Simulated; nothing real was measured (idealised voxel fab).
process module | voxel lift off
cross-section cut | 205 nm wide | cells 5 nm
A cross-section is a grid of square cells, given in bands from the top down. A band is one or more rows of cells.
Each band's line starts with the height of the band's top and of its bottom, in nm. Then come its materials from left to right, each with its width in nm. One material with "throughout" fills the band from edge to edge. "air" is empty space.
Height 0 is the level under which the wafer as received is all one material. The lowest band goes on downwards, as in "0 down".
A width such as "30 to 40" changes by the same amount from each row of cells to the next, from the band's top row to its bottom row.
"no change" after a step means that no cell of the cross-section changed.
closed voids: empty space of 8 cells or more with no open way to the top, each as width x height at its distance from the left edge, in nm
after a step's settings: what the simulator itself notes on the step
overlay nm, on a step with a mask: how far to the right of its planned place the mask lay; to the left if negative
plan
1 op RECEIVE | material Si
2 op CONFORMAL_DEP | material SiN | thk nm 5
3 op PATTERN | tone open | mask id LINES | material resist | width nm 15 | pitch nm 40 | thk nm 25 | overlay nm 0
4 op DIRECTIONAL_DEP | material Ru | thk nm 15
5 op STRIP | etch materials resist
6 op CONFORMAL_DEP | material SiO2 | thk nm 5
as received, after step 1
  0 down: Si throughout
  closed voids: none
a wafer at the end: this start, this plan, one mistake
  25 to 20: air 70 | SiO2 25 | air 15 | SiO2 25 | air 70
  20 to 10: air 70 | SiO2 5 | SiN 15 | SiO2 5 | air 15 | SiO2 5 | SiN 15 | SiO2 5 | air 70
  10 to 5: SiO2 75 | SiN 15 | SiO2 25 | SiN 15 | SiO2 75
  5 to 0: SiN throughout
  0 down: Si throughout
  closed voids: none
what went wrong: step 4 ran as: op DIRECTIONAL_DEP | material SiN | thk nm 15
